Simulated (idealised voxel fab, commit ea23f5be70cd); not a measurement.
process module | voxel quadruple lines
Cross-sectional view cut (width: 205 nm; square cell size: 5 nm).
Each cross-section below is a grid of square cells, stated as bands in top-down order, with one or more rows of cells making up each band. For a band, the entry starts with two heights in nm, that of the top and then that of the bottom, and carries on with the band's materials in order from left to right, each alongside its width in nm; the word "edge to edge" beside a single material means it fills the band edge to edge, and "blank" means empty space. It should be noted that heights are counted from 0, beneath which the wafer as supplied is of one material throughout, and that the lowest band possesses no lower boundary but continues downward, as written in "0 -> down". Note: "30 to 40" means the width goes from the first number (top row of the band) to the second number (bottom row) in equal steps per row of cells. Step note "no change occurred" = no cross-section cell changed. "Voids, fully enclosed" enumerates empty spaces isolated from the top, with no open way to it, that contain at least 8 cells, giving each as width x height at distance from the left edge, all three in nm. Post-settings text on a step line: simulator's own remark regarding the step. overlay nm: how far to the right of its planned place the mask lay on this masked step (negative: to the left).
### Set out below are the planned steps of the process
1,RECEIVE | material Si
2,CONFORMAL_DEP | material SiO2 | thk nm 5
3,DIRECTIONAL_DEP | material Ru | thk nm 15
4,DIRECTIONAL_DEP | material polySi | thk nm 15
5,DIRECTIONAL_DEP | material aC | thk nm 20
6,PATTERN | tone cover | mask id MANDREL | material resist | width nm 20 | pitch nm 60 | thk nm 25 | overlay nm 0
7,DIRECTIONAL_ETCH | etch materials aC | depth nm 20
8,STRIP | etch materials resist
9,CONFORMAL_DEP | material SiO2 | thk nm 10
10,DIRECTIONAL_ETCH | etch materials SiO2 | depth nm 10
11,STRIP | etch materials aC
12,DIRECTIONAL_ETCH | etch materials polySi | depth nm 15
13,STRIP | etch materials SiO2
14,CONFORMAL_DEP | material SiN | thk nm 5
15,DIRECTIONAL_ETCH | etch materials SiN | depth nm 5
16,STRIP | etch materials polySi
17,DIRECTIONAL_ETCH | etch materials Ru | depth nm 15
18,STRIP | etch materials SiN
### Cross-section of the wafer upon arrival, representing the state reached after step 1
* 0 -> down: Si edge to edge
* Voids, fully enclosed: none
### Here's the wafer cut in cross-section after the module, started and planned just like above, except one thing was done wrong in the run
* 20 -> 5: blank=55, then Ru=5, then blank=10, then Ru=5, then blank=10, then Ru=5, then blank=10, then Ru=5, then blank=10, then Ru=5, then blank=10, then Ru=5, then blank=10, then Ru=5, then blank=10, then Ru=5, then blank=40
* 5 -> 0: SiO2 edge to edge
* 0 -> down: Si edge to edge
* Voids, fully enclosed: none
Processing error: step 6 was run on a setting that differed from the plan, and what really ran there is PATTERN | tone cover | mask id MANDREL | material resist | width nm 20 | pitch nm 60 | thk nm 25 | overlay nm 10
